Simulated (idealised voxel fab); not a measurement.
process module | voxel wiring stack
cross-section cut | 290 nm wide | cells 5 nm
A cross-section is a grid of square cells, given in bands from the top down. A band is one or more rows of cells.
Each band's line starts with the height of the band's top and of its bottom, in nm. Then come its materials from left to right, each with its width in nm. One material with "throughout" fills the band from edge to edge. "air" is empty space.
Height 0 is the level under which the wafer as received is all one material. The lowest band goes on downwards, as in "0 down".
A width such as "30 to 40" changes by the same amount from each row of cells to the next, from the band's top row to its bottom row.
"no change" after a step means that no cell of the cross-section changed.
closed voids: empty space of 8 cells or more with no open way to the top, each as width x height at its distance from the left edge, in nm
after a step's settings: what the simulator itself notes on the step
overlay nm, on a step with a mask: how far to the right of its planned place the mask lay; to the left if negative
plan
1 op RECEIVE | material Si
2 op CONFORMAL_DEP | material SiO2 | thk nm 10
3 op DIRECTIONAL_DEP | material TiN | thk nm 5
4 op DIRECTIONAL_DEP | material W | thk nm 20
5 op MASKED_ETCH | tone cover | mask id METAL_1 | width nm 25 | pitch nm 45 | etch materials W | depth nm 20 | overlay nm 0
6 op MASKED_ETCH | tone cover | mask id METAL_1 | width nm 25 | pitch nm 45 | etch materials TiN | depth nm 5 | overlay nm 0
7 op FILL_DEP | material lowk | thk nm 5
8 op CMP | height nm 35
9 op CONFORMAL_DEP | material SiCN | thk nm 5
10 op DIRECTIONAL_DEP | material lowk | thk nm 30
11 op DIRECTIONAL_DEP | material aC | thk nm 10
12 op PATTERN | tone open | mask id METAL_2_HOLES | material resist | width nm 15 | thk nm 30 | overlay nm 0
13 op DIRECTIONAL_ETCH | etch materials aC | depth nm 10
14 op STRIP | etch materials resist
15 op DIRECTIONAL_ETCH | etch materials lowk | depth nm 30
16 op STRIP | etch materials aC
17 op MASKED_ETCH | tone open | mask id METAL_2 | width nm 25 | pitch nm 45 | etch materials lowk | depth nm 15 | overlay nm 0
18 op MASKED_ETCH | tone open | mask id METAL_2 | width nm 25 | pitch nm 45 | etch materials SiCN | depth nm 5 | overlay nm 0
19 op CONFORMAL_DEP | material TiN | thk nm 5
20 op FILL_DEP | material Ru | thk nm 10
21 op CMP | height nm 70
22 op CONFORMAL_DEP | material SiN | thk nm 5
as received, after step 1
  0 down: Si throughout
  closed voids: none
a wafer at the end: this start, this plan, one mistake
  75 to 70: SiN throughout
  70 to 60: Ru throughout
  60 to 55: Ru 105 | TiN 25 | Ru 160
  55 to 45: Ru 105 | TiN 5 | lowk 15 | TiN 5 | Ru 160
  45 to 40: TiN 110 | lowk 15 | TiN 35 | Ru 15 | TiN 115
  40 to 35: SiCN 125 | TiN 10 | SiCN 20 | TiN 25 | SiCN 110
  35 to 15: lowk 110 | W 25 | lowk 20 | W 25 | lowk 110
  15 to 10: lowk 110 | TiN 25 | lowk 20 | TiN 25 | lowk 110
  10 to 0: SiO2 throughout
  0 down: Si throughout
  closed voids: none
what went wrong: step 12 ran as: op PATTERN | tone cover | mask id METAL_2_HOLES | material resist | width nm 15 | thk nm 30 | overlay nm 0
